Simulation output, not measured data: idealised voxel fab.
Process module, titled voxel transistor to metal
Section cut is 285 nm wide and gridded with 5 nm square cells.
We lay out every cross-section as a grid of square cells and spell it out in bands from the top down, where one band means one or more rows of cells.
This entry defines a band. It first specifies the height of the band's top and the height of its bottom in nm, and then specifies the band's materials from left to right, stating each material with its width in nm. The word "full width" identifies a single material that fills the band from edge to edge, while the word "blank" identifies empty space.
Basically, 0 is our baseline, since under it the wafer straight out of the box is all one material. The bottom band has no lower end and keeps on going down, so it looks like "0 -> down".
A width such as "30->40" changes by the same amount from each row of cells to the next, from the band's top row to its bottom row.
It should be understood that the words "nothing different", when stated for a given step, signify that the cross-section underwent no change in any of its cells during that step.
Empty spaces without an open route to the top, at least 8 cells in extent, make up the entry "Cavities, closed"; each is given as width x height at distance, where the distance is measured from the left edge, and all are in nm.
after a step's settings: what the simulator itself notes on the step
A step line may carry the setting "overlay nm", which, for steps involving a mask, states the distance by which the mask lay to the right of its intended position; negative values denote displacement to the left.
[Listed below are the process steps as planned]
1 RECEIVE [material Si]
2 CONFORMAL_DEP [material SiO2] [thk nm 5]
3 CONFORMAL_DEP [material SiN] [thk nm 10]
4 PATTERN [tone cover] [mask id ACTIVE] [material resist] [width nm 115] [pitch nm 140] [thk nm 15] [overlay nm 0]
5 DIRECTIONAL_ETCH [etch materials SiN] [depth nm 10]
6 DIRECTIONAL_ETCH [etch materials SiO2] [depth nm 5]
7 DIRECTIONAL_ETCH [etch materials Si] [depth nm 25]
8 STRIP [etch materials resist]
9 OXIDIZE [depth nm 5]
10 FILL_DEP [material SiO2] [thk nm 5]
11 CMP [height nm 15]
12 SELECTIVE_ETCH [etch materials SiO2] [depth nm 5]
13 STRIP [etch materials SiN]
14 SELECTIVE_ETCH [etch materials SiO2] [depth nm 5]
15 OXIDIZE [depth nm 5]
16 DIRECTIONAL_DEP [material polySi] [thk nm 25]
17 DIRECTIONAL_DEP [material SiCN] [thk nm 10]
18 PATTERN [tone cover] [mask id GATE] [material resist] [width nm 25] [pitch nm 140] [thk nm 20] [overlay nm 0]
19 DIRECTIONAL_ETCH [etch materials SiCN] [depth nm 20]
20 DIRECTIONAL_ETCH [etch materials polySi] [depth nm 35]
21 STRIP [etch materials resist]
22 CONFORMAL_DEP [material SiO2] [thk nm 5]
23 DIRECTIONAL_ETCH [etch materials SiO2] [depth nm 5]
24 CONFORMAL_DEP [material SiN] [thk nm 10]
25 DIRECTIONAL_ETCH [etch materials SiN] [depth nm 10]
26 DIRECTIONAL_ETCH [etch materials SiO2] [depth nm 5]
27 DIRECTIONAL_ETCH [etch materials Si] [depth nm 5]
28 EPI [material nSi] [thk nm 5]
29 FILL_DEP [material SiO2] [thk nm 5]
30 CMP [height nm 35]
31 DIRECTIONAL_DEP [material SiO2] [thk nm 10]
32 DIRECTIONAL_DEP [material aC] [thk nm 10]
33 PATTERN [tone open] [mask id CONTACT] [material resist] [width nm 35] [pitch nm 70] [thk nm 30] [overlay nm 0]
34 DIRECTIONAL_ETCH [etch materials aC] [depth nm 10]
35 STRIP [etch materials resist]
36 DIRECTIONAL_ETCH [etch materials SiO2] [depth nm 50]
37 STRIP [etch materials aC]
38 CONFORMAL_DEP [material TiN] [thk nm 5]
39 FILL_DEP [material W] [thk nm 5]
40 CMP [height nm 45]
41 DIRECTIONAL_DEP [material TiN] [thk nm 5]
42 DIRECTIONAL_DEP [material W] [thk nm 25]
43 PATTERN [tone cover] [mask id METAL_1] [material resist] [width nm 20] [thk nm 15] [overlay nm 0]
44 DIRECTIONAL_ETCH [etch materials W] [depth nm 25]
45 DIRECTIONAL_ETCH [etch materials TiN] [depth nm 5]
46 STRIP [etch materials resist]
47 CONFORMAL_DEP [material SiN] [thk nm 5]
48 FILL_DEP [material SiO2] [thk nm 10]
49 CMP [height nm 75]
50 CONFORMAL_DEP [material SiCN] [thk nm 5]
[as received, after step 1]
    0 -> down | Si full width
    Cavities, closed: none
[Cross-section, first of two wafers, end of module, run as planned]
    80 -> 75 | SiCN full width
    75 -> 50 | 15 nm SiO2 / 5 nm SiN / 20 nm W / 5 nm SiN / 55 nm SiO2 / 5 nm SiN / 20 nm W / 5 nm SiN / 25 nm SiO2 / 5 nm SiN / 20 nm W / 5 nm SiN / 55 nm SiO2 / 5 nm SiN / 20 nm W / 5 nm SiN / 15 nm SiO2
    50 -> 45 | 20 nm SiN / 20 nm TiN / 65 nm SiN / 20 nm TiN / 35 nm SiN / 20 nm TiN / 65 nm SiN / 20 nm TiN / 20 nm SiN
    45 -> 35 | 20 nm SiO2 / 5 nm TiN / 25->15 nm W / 5->15 nm TiN / 35 nm SiO2 / 5->15 nm TiN / 25->15 nm W / 5 nm TiN / 35 nm SiO2 / 5 nm TiN / 25->15 nm W / 5->15 nm TiN / 35 nm SiO2 / 5->15 nm TiN / 25->15 nm W / 5 nm TiN / 20 nm SiO2
    35 -> 25 | 20 nm SiO2 / 5 nm TiN / 15 nm W / 5 nm TiN / 10 nm SiN / 5 nm SiO2 / 25 nm SiCN / 5 nm SiO2 / 10 nm SiN / 5 nm TiN / 15 nm W / 5 nm TiN / 35 nm SiO2 / 5 nm TiN / 15 nm W / 5 nm TiN / 10 nm SiN / 5 nm SiO2 / 25 nm SiCN / 5 nm SiO2 / 10 nm SiN / 5 nm TiN / 15 nm W / 5 nm TiN / 20 nm SiO2
    25 -> 10 | 20 nm SiO2 / 5 nm TiN / 15 nm W / 5 nm TiN / 10 nm SiN / 5 nm SiO2 / 25 nm polySi / 5 nm SiO2 / 10 nm SiN / 5 nm TiN / 15 nm W / 5 nm TiN / 35 nm SiO2 / 5 nm TiN / 15 nm W / 5 nm TiN / 10 nm SiN / 5 nm SiO2 / 25 nm polySi / 5 nm SiO2 / 10 nm SiN / 5 nm TiN / 15 nm W / 5 nm TiN / 20 nm SiO2
    10 -> 5 | 20 nm SiO2 / 10 nm TiN / 10 nm W / 5 nm TiN / 10 nm SiN / 5 nm SiO2 / 25 nm polySi / 5 nm SiO2 / 10 nm SiN / 5 nm TiN / 10 nm W / 10 nm TiN / 35 nm SiO2 / 10 nm TiN / 10 nm W / 5 nm TiN / 10 nm SiN / 5 nm SiO2 / 25 nm polySi / 5 nm SiO2 / 10 nm SiN / 5 nm TiN / 10 nm W / 10 nm TiN / 20 nm SiO2
    5 -> 0 | 15 nm SiO2 / 10 nm SiN / 20 nm TiN / 10 nm SiN / 5 nm SiO2 / 25 nm polySi / 5 nm SiO2 / 10 nm SiN / 20 nm TiN / 10 nm SiN / 25 nm SiO2 / 10 nm SiN / 20 nm TiN / 10 nm SiN / 5 nm SiO2 / 25 nm polySi / 5 nm SiO2 / 10 nm SiN / 20 nm TiN / 10 nm SiN / 15 nm SiO2
    0 -> -5 | 25 nm SiO2 / 5 nm nSi / 10 nm TiN / 5 nm nSi / 55 nm SiO2 / 5 nm nSi / 10 nm TiN / 5 nm nSi / 45 nm SiO2 / 5 nm nSi / 10 nm TiN / 5 nm nSi / 55 nm SiO2 / 5 nm nSi / 10 nm TiN / 5 nm nSi / 25 nm SiO2
    -5 -> -10 | 20 nm SiO2 / 5 nm Si / 20 nm nSi / 55 nm Si / 20 nm nSi / 5 nm Si / 35 nm SiO2 / 5 nm Si / 20 nm nSi / 55 nm Si / 20 nm nSi / 5 nm Si / 20 nm SiO2
    -10 -> -30 | 20 nm SiO2 / 105 nm Si / 35 nm SiO2 / 105 nm Si / 20 nm SiO2
    -30 -> down | Si full width
    Cavities, closed: none
[Wafer two, sectioned after the module: the first wafer's start, the first wafer's plan, and one mistake in how it was run]
    80 -> 75 | SiCN full width
    75 -> 50 | 15 nm SiO2 / 5 nm SiN / 25 nm W / 5 nm SiN / 50 nm SiO2 / 5 nm SiN / 25 nm W / 5 nm SiN / 20 nm SiO2 / 5 nm SiN / 25 nm W / 5 nm SiN / 50 nm SiO2 / 5 nm SiN / 25 nm W / 5 nm SiN / 10 nm SiO2
    50 -> 45 | 20 nm SiN / 25 nm TiN / 60 nm SiN / 25 nm TiN / 30 nm SiN / 25 nm TiN / 60 nm SiN / 25 nm TiN / 15 nm SiN
    45 -> 35 | 20 nm SiO2 / 5 nm TiN / 25->15 nm W / 5->15 nm TiN / 35 nm SiO2 / 5->15 nm TiN / 25->15 nm W / 5 nm TiN / 35 nm SiO2 / 5 nm TiN / 25->15 nm W / 5->15 nm TiN / 35 nm SiO2 / 5->15 nm TiN / 25->15 nm W / 5 nm TiN / 20 nm SiO2
    35 -> 25 | 20 nm SiO2 / 5 nm TiN / 15 nm W / 5 nm TiN / 10 nm SiN / 5 nm SiO2 / 25 nm SiCN / 5 nm SiO2 / 10 nm SiN / 5 nm TiN / 15 nm W / 5 nm TiN / 35 nm SiO2 / 5 nm TiN / 15 nm W / 5 nm TiN / 10 nm SiN / 5 nm SiO2 / 25 nm SiCN / 5 nm SiO2 / 10 nm SiN / 5 nm TiN / 15 nm W / 5 nm TiN / 20 nm SiO2
    25 -> 10 | 20 nm SiO2 / 5 nm TiN / 15 nm W / 5 nm TiN / 10 nm SiN / 5 nm SiO2 / 25 nm polySi / 5 nm SiO2 / 10 nm SiN / 5 nm TiN / 15 nm W / 5 nm TiN / 35 nm SiO2 / 5 nm TiN / 15 nm W / 5 nm TiN / 10 nm SiN / 5 nm SiO2 / 25 nm polySi / 5 nm SiO2 / 10 nm SiN / 5 nm TiN / 15 nm W / 5 nm TiN / 20 nm SiO2
    10 -> 5 | 20 nm SiO2 / 10 nm TiN / 10 nm W / 5 nm TiN / 10 nm SiN / 5 nm SiO2 / 25 nm polySi / 5 nm SiO2 / 10 nm SiN / 5 nm TiN / 10 nm W / 10 nm TiN / 35 nm SiO2 / 10 nm TiN / 10 nm W / 5 nm TiN / 10 nm SiN / 5 nm SiO2 / 25 nm polySi / 5 nm SiO2 / 10 nm SiN / 5 nm TiN / 10 nm W / 10 nm TiN / 20 nm SiO2
    5 -> 0 | 15 nm SiO2 / 10 nm SiN / 20 nm TiN / 10 nm SiN / 5 nm SiO2 / 25 nm polySi / 5 nm SiO2 / 10 nm SiN / 20 nm TiN / 10 nm SiN / 25 nm SiO2 / 10 nm SiN / 20 nm TiN / 10 nm SiN / 5 nm SiO2 / 25 nm polySi / 5 nm SiO2 / 10 nm SiN / 20 nm TiN / 10 nm SiN / 15 nm SiO2
    0 -> -5 | 25 nm SiO2 / 5 nm nSi / 10 nm TiN / 5 nm nSi / 55 nm SiO2 / 5 nm nSi / 10 nm TiN / 5 nm nSi / 45 nm SiO2 / 5 nm nSi / 10 nm TiN / 5 nm nSi / 55 nm SiO2 / 5 nm nSi / 10 nm TiN / 5 nm nSi / 25 nm SiO2
    -5 -> -10 | 20 nm SiO2 / 5 nm Si / 20 nm nSi / 55 nm Si / 20 nm nSi / 5 nm Si / 35 nm SiO2 / 5 nm Si / 20 nm nSi / 55 nm Si / 20 nm nSi / 5 nm Si / 20 nm SiO2
    -10 -> -30 | 20 nm SiO2 / 105 nm Si / 35 nm SiO2 / 105 nm Si / 20 nm SiO2
    -30 -> down | Si full width
    Cavities, closed: none
Want to know what went wrong? step 43 was processed under conditions differing from the plan, specifically as PATTERN [tone cover] [mask id METAL_1] [material resist] [width nm 25] [thk nm 15] [overlay nm 0]
FYI, end of process, the second wafer has more or fewer cells of some materials than the first: SiN -4, SiO2 -20, TiN +4, W +20
